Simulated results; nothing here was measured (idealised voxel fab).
Proc. module: voxel trench capacitor
It is cross-section cut that appears here, measuring 245 nm in width, its square cells being 5 nm in size.
Square cells in a grid make up a cross-section in this document, and the grid is given as bands, listed from the top down, each one or more rows of cells. Quick guide to a band line: top height, bottom height (nm) up front; then every material left to right with its width in nm. Only one material and it's marked "edge to edge"? Then it fills the band edge to edge. And "empty" just means empty space. The reference from which all heights are counted is 0, the level beneath which the as-received wafer is entirely one material; the lowest band, having no lower bound, proceeds downward and is written after the example "from 0 down". The width entry "30..40" should be interpreted row by row: the top row of cells in the band takes the first number, the bottom row takes the second number, and the change between adjacent rows is uniform throughout. For the purposes of this document, the phrase "identical to before" attached to a step denotes that no cell within the cross-section was modified by that step. The list in "Unvented cavities" covers empty spaces of 8 cells or more that cannot reach the top through any open way, and it gives each as width x height at distance; the distance is from the left edge, and width, height and distance are in nm. Post-settings text on a step line: simulator's own remark regarding the step. The optional step-line setting "overlay nm" applies to steps with a mask and quantifies how far to the right of its planned location the mask lay, a negative value indicating leftward placement.

[Here's what the planned process steps look like]
- 1: RECEIVE: material Si
- 2: CONFORMAL_DEP: material SiN, thk nm 5
- 3: PATTERN: tone open, mask id TRENCH, material resist, width nm 25, pitch nm 40, thk nm 20, overlay nm 0
- 4: DIRECTIONAL_ETCH: etch materials SiN, depth nm 5
- 5: DIRECTIONAL_ETCH: etch materials Si, depth nm 40
- 6: STRIP: etch materials resist
- 7: CONFORMAL_DEP: material Al2O3, thk nm 5
- 8: CONFORMAL_DEP: material TiN, thk nm 5
- 9: FILL_DEP: material W, thk nm 10
- 10: CMP: height nm 5

[Cross-sectional view of the wafer in its as-received condition, corresponding to the state after step 1]
  from 0 down | Si edge to edge
  Unvented cavities: none

[Here's the cross-section of the first of our two wafers at the end of the module - it ran as planned]
  from 5 to 0 | 70 SiN / 5 Al2O3 / 5 TiN / 5 W / 5 TiN / 5 Al2O3 / 15 SiN / 5 Al2O3 / 5 TiN / 5 W / 5 TiN / 5 Al2O3 / 15 SiN / 5 Al2O3 / 5 TiN / 5 W / 5 TiN / 5 Al2O3 / 70 SiN
  from 0 to -30 | 70 Si / 5 Al2O3 / 5 TiN / 5 W / 5 TiN / 5 Al2O3 / 15 Si / 5 Al2O3 / 5 TiN / 5 W / 5 TiN / 5 Al2O3 / 15 Si / 5 Al2O3 / 5 TiN / 5 W / 5 TiN / 5 Al2O3 / 70 Si
  from -30 to -35 | 70 Si / 5 Al2O3 / 15 TiN / 5 Al2O3 / 15 Si / 5 Al2O3 / 15 TiN / 5 Al2O3 / 15 Si / 5 Al2O3 / 15 TiN / 5 Al2O3 / 70 Si
  from -35 to -40 | 70 Si / 25 Al2O3 / 15 Si / 25 Al2O3 / 15 Si / 25 Al2O3 / 70 Si
  from -40 down | Si edge to edge
  Unvented cavities: none

[Now the second wafer, cross-sectioned at the end of the module. Nothing different at the start, nothing different in the plan compared with the first, just one mistake when it was actually run]
  from 5 to 0 | 75 SiN / 5 Al2O3 / 5 TiN / 5 Al2O3 / 25 SiN / 5 Al2O3 / 5 TiN / 5 Al2O3 / 25 SiN / 5 Al2O3 / 5 TiN / 5 Al2O3 / 75 SiN
  from 0 to -35 | 75 Si / 5 Al2O3 / 5 TiN / 5 Al2O3 / 25 Si / 5 Al2O3 / 5 TiN / 5 Al2O3 / 25 Si / 5 Al2O3 / 5 TiN / 5 Al2O3 / 75 Si
  from -35 to -40 | 75 Si / 15 Al2O3 / 25 Si / 15 Al2O3 / 25 Si / 15 Al2O3 / 75 Si
  from -40 down | Si edge to edge
  Unvented cavities: none
So what did we get wrong on this run? step 3 ran as: PATTERN: tone open, mask id TRENCH, material resist, width nm 15, pitch nm 40, thk nm 20, overlay nm 0
Upon completion, the second wafer contains, in terms of cells, a greater or smaller amount of certain materials than the first wafer: -6 Al2O3; +48 Si; +6 SiN; -27 TiN; -21 W
